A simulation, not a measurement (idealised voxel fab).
Documented hereafter: the process module known as voxel double patterning.
Square cells of 5 nm make up the cross-section cut, whose width is 295 nm.
We lay out every cross-section as a grid of square cells and spell it out in bands from the top down, where one band means one or more rows of cells.
Each band's line starts with the height of the band's top and of its bottom, in nm. Then come its materials from left to right, each with its width in nm. One material with "edge to edge" fills the band from edge to edge. "air" is empty space.
Height datum 0, below which the as-received substrate wafer is one material. Lowest band open at the bottom, running downward: "from 0 down".
Width: "30..40" (first number = top row, second number = bottom row, same change from row to row of cells).
You'll sometimes find "everything unchanged" written for a step, and that's the way of saying that nowhere in the cross-section did a cell change during that step.
"Closed void catalog" - sealed voids, min. 8 cells, no opening to top; format: width x height at distance (distance from left edge; nm throughout).
Post-settings text on a step line: simulator's own remark regarding the step.
overlay nm: right-of-plan distance of the mask on a masked step; negative values mean left-of-plan.
Pairs, read this way: before one process step on the one hand, after it on the other, the after cross-section ending at the lowest band that changed; the step between, settings included, beneath. Same starting wafer throughout, but possibly different runs of this module, so no pair continues from the pair above unless its entry headed "Ex-ante state" says so.

EX-ANTE STATE
  from 55 to 45 | aC=105 / air=15 / aC=35 / air=15 / aC=125
  from 45 to 40 | aC edge to edge
  from 40 to 30 | SiCN=105 / aC=15 / SiCN=35 / aC=15 / SiCN=125
  from 30 to 10 | SiO2 edge to edge
  from 10 to 0 | SiN edge to edge
  from 0 down | Si edge to edge
  Closed void catalog: none

SECTIONAL VIEW, POST-PROCESS
  from 90 to 55 | resist=140 / air=15 / resist=140
  from 55 to 45 | aC=105 / resist=15 / aC=35 / resist=15 / aC=125
  below 45: unchanged
  Closed void catalog: none
Process step bridging the above cross-sections: PATTERN [tone open] [mask id SECOND] [material resist] [width nm 15] [thk nm 35] [overlay nm 0]

Ex-ante state: the wafer arrives at this step looking as the after cross-section in the pair just above shows it.

SECTIONAL VIEW, POST-PROCESS
  from 75 to 55 | resist=140 / air=15 / resist=140
  from 55 to 45 | aC=105 / resist=15 / aC=20 / air=15 / resist=15 / aC=125
  from 45 to 40 | aC=140 / air=15 / aC=140
  below 40: unchanged
  Closed void catalog: none
Process step bridging the above cross-sections: DIRECTIONAL_ETCH [etch materials aC] [depth nm 15]

Ex-ante state: the wafer arrives at this step looking as the after cross-section in the pair just above shows it.

SECTIONAL VIEW, POST-PROCESS
  from 55 to 45 | aC=105 / air=15 / aC=20 / air=30 / aC=125
  below 45: unchanged
  Closed void catalog: none
Process step bridging the above cross-sections: STRIP [etch materials resist]

Ex-ante state: the wafer arrives at this step looking as the after cross-section in the pair just above shows it.

SECTIONAL VIEW, POST-PROCESS
  from 55 to 45 | aC=105 / air=15 / aC=20 / air=30 / aC=125
  from 45 to 40 | aC=140 / air=15 / aC=140
  from 40 to 30 | SiCN=105 / aC=15 / SiCN=20 / air=15 / aC=15 / SiCN=125
  below 30: unchanged
  Closed void catalog: none
Process step bridging the above cross-sections: DIRECTIONAL_ETCH [etch materials SiCN] [depth nm 10]

Ex-ante state: the wafer arrives at this step looking as the after cross-section in the pair just above shows it.

SECTIONAL VIEW, POST-PROCESS
  from 40 to 30 | SiCN=105 / air=15 / SiCN=20 / air=30 / SiCN=125
  below 30: unchanged
  Closed void catalog: none
Process step bridging the above cross-sections: STRIP [etch materials aC]

Ex-ante state: the wafer arrives at this step looking as the after cross-section in the pair just above shows it.

SECTIONAL VIEW, POST-PROCESS
  from 40 to 30 | SiCN=105 / air=15 / SiCN=20 / air=30 / SiCN=125
  from 30 to 10 | SiO2=105 / air=15 / SiO2=20 / air=30 / SiO2=125
  below 10: unchanged
  Closed void catalog: none
Process step bridging the above cross-sections: DIRECTIONAL_ETCH [etch materials SiO2] [depth nm 20]

Ex-ante state: the wafer arrives at this step looking as the after cross-section in the pair just above shows it.

SECTIONAL VIEW, POST-PROCESS
  from 30 to 10 | SiO2=105 / air=15 / SiO2=20 / air=30 / SiO2=125
  below 10: unchanged
  Closed void catalog: none
Process step bridging the above cross-sections: STRIP [etch materials SiCN]

EX-ANTE STATE
  from 30 to 10 | SiO2 edge to edge
  from 10 to 0 | SiN edge to edge
  from 0 down | Si edge to edge
  Closed void catalog: none

SECTIONAL VIEW, POST-PROCESS
  from 40 to 10 | SiO2 edge to edge
  below 10: unchanged
  Closed void catalog: none
Process step bridging the above cross-sections: DIRECTIONAL_DEP [material SiO2] [thk nm 10]

Ex-ante state: the wafer arrives at this step looking as the after cross-section in the pair just above shows it.

SECTIONAL VIEW, POST-PROCESS
  from 55 to 40 | resist=115 / air=15 / resist=35 / air=15 / resist=115
  below 40: unchanged
  Closed void catalog: none
Process step bridging the above cross-sections: PATTERN [tone open] [mask id FIRST] [material resist] [width nm 15] [pitch nm 50] [thk nm 15] [overlay nm 0]

Ex-ante state: the wafer arrives at this step looking as the after cross-section in the pair just above shows it.

SECTIONAL VIEW, POST-PROCESS
  from 40 to 10 | SiO2 edge to edge
  below 10: unchanged
  Closed void catalog: none
Process step bridging the above cross-sections: STRIP [etch materials resist]

Ex-ante state: the wafer arrives at this step looking as the after cross-section in the pair just above shows it.

SECTIONAL VIEW, POST-PROCESS
  from 55 to 40 | aC edge to edge
  below 40: unchanged
  Closed void catalog: none
Process step bridging the above cross-sections: DIRECTIONAL_DEP [material aC] [thk nm 15]

Ex-ante state: the wafer arrives at this step looking as the after cross-section in the pair just above shows it.

SECTIONAL VIEW, POST-PROCESS
  from 90 to 55 | resist=140 / air=15 / resist=140
  below 55: unchanged
  Closed void catalog: none
Process step bridging the above cross-sections: PATTERN [tone open] [mask id SECOND] [material resist] [width nm 15] [thk nm 35] [overlay nm 0]

Ex-ante state: the wafer arrives at this step looking as the after cross-section in the pair just above shows it.

SECTIONAL VIEW, POST-PROCESS
  from 75 to 55 | resist=140 / air=15 / resist=140
  from 55 to 40 | aC=140 / air=15 / aC=140
  below 40: unchanged
  Closed void catalog: none
Process step bridging the above cross-sections: DIRECTIONAL_ETCH [etch materials aC] [depth nm 15]

Ex-ante state: the wafer arrives at this step looking as the after cross-section in the pair just above shows it.

SECTIONAL VIEW, POST-PROCESS
  from 55 to 40 | aC=140 / air=15 / aC=140
  below 40: unchanged
  Closed void catalog: none
Process step bridging the above cross-sections: STRIP [etch materials resist]

Ex-ante state: the wafer arrives at this step looking as the after cross-section in the pair just above shows it.

SECTIONAL VIEW, POST-PROCESS
  from 40 to 10 | SiO2 edge to edge
  below 10: unchanged
  Closed void catalog: none
Process step bridging the above cross-sections: STRIP [etch materials aC]

Ex-ante state: the wafer arrives at this step looking as the after cross-section in the pair just above shows it.

SECTIONAL VIEW, POST-PROCESS
  from 20 to 10 | SiO2 edge to edge
  below 10: unchanged
  Closed void catalog: none
Process step bridging the above cross-sections: DIRECTIONAL_ETCH [etch materials SiO2] [depth nm 20]

EX-ANTE STATE
  from 55 to 45 | aC=115 / air=15 / aC=35 / air=15 / aC=115
  from 45 to 40 | aC edge to edge
  from 40 to 30 | SiCN=115 / aC=15 / SiCN=35 / aC=15 / SiCN=115
  from 30 to 10 | SiO2 edge to edge
  from 10 to 0 | SiN edge to edge
  from 0 down | Si edge to edge
  Closed void catalog: none

SECTIONAL VIEW, POST-PROCESS
  from 90 to 55 | air=140 / resist=15 / air=140
  below 55: unchanged
  Closed void catalog: none
Process step bridging the above cross-sections: PATTERN [tone cover] [mask id SECOND] [material resist] [width nm 15] [thk nm 35] [overlay nm 0]

Ex-ante state: the wafer arrives at this step looking as the after cross-section in the pair just above shows it.

SECTIONAL VIEW, POST-PROCESS
  from 75 to 55 | air=140 / resist=15 / air=140
  from 55 to 40 | air=140 / aC=15 / air=140
  from 40 to 30 | SiCN=115 / air=15 / SiCN=35 / air=15 / SiCN=115
  below 30: unchanged
  Closed void catalog: none
Process step bridging the above cross-sections: DIRECTIONAL_ETCH [etch materials aC] [depth nm 15]

Ex-ante state: the wafer arrives at this step looking as the after cross-section in the pair just above shows it.

SECTIONAL VIEW, POST-PROCESS
  from 55 to 40 | air=140 / aC=15 / air=140
  below 40: unchanged
  Closed void catalog: none
Process step bridging the above cross-sections: STRIP [etch materials resist]

Ex-ante state: the wafer arrives at this step looking as the after cross-section in the pair just above shows it.

SECTIONAL VIEW, POST-PROCESS
  from 55 to 40 | air=140 / aC=15 / air=140
  from 40 to 30 | air=140 / SiCN=15 / air=140
  below 30: unchanged
  Closed void catalog: none
Process step bridging the above cross-sections: DIRECTIONAL_ETCH [etch materials SiCN] [depth nm 10]

Ex-ante state: the wafer arrives at this step looking as the after cross-section in the pair just above shows it.

SECTIONAL VIEW, POST-PROCESS
  from 40 to 30 | air=140 / SiCN=15 / air=140
  below 30: unchanged
  Closed void catalog: none
Process step bridging the above cross-sections: STRIP [etch materials aC]

Ex-ante state: the wafer arrives at this step looking as the after cross-section in the pair just above shows it.

SECTIONAL VIEW, POST-PROCESS
  from 40 to 30 | air=140 / SiCN=15 / air=140
  from 30 to 10 | air=140 / SiO2=15 / air=140
  below 10: unchanged
  Closed void catalog: none
Process step bridging the above cross-sections: DIRECTIONAL_ETCH [etch materials SiO2] [depth nm 20]

Ex-ante state: the wafer arrives at this step looking as the after cross-section in the pair just above shows it.

SECTIONAL VIEW, POST-PROCESS
  from 30 to 10 | air=140 / SiO2=15 / air=140
  below 10: unchanged
  Closed void catalog: none
Process step bridging the above cross-sections: STRIP [etch materials SiCN]
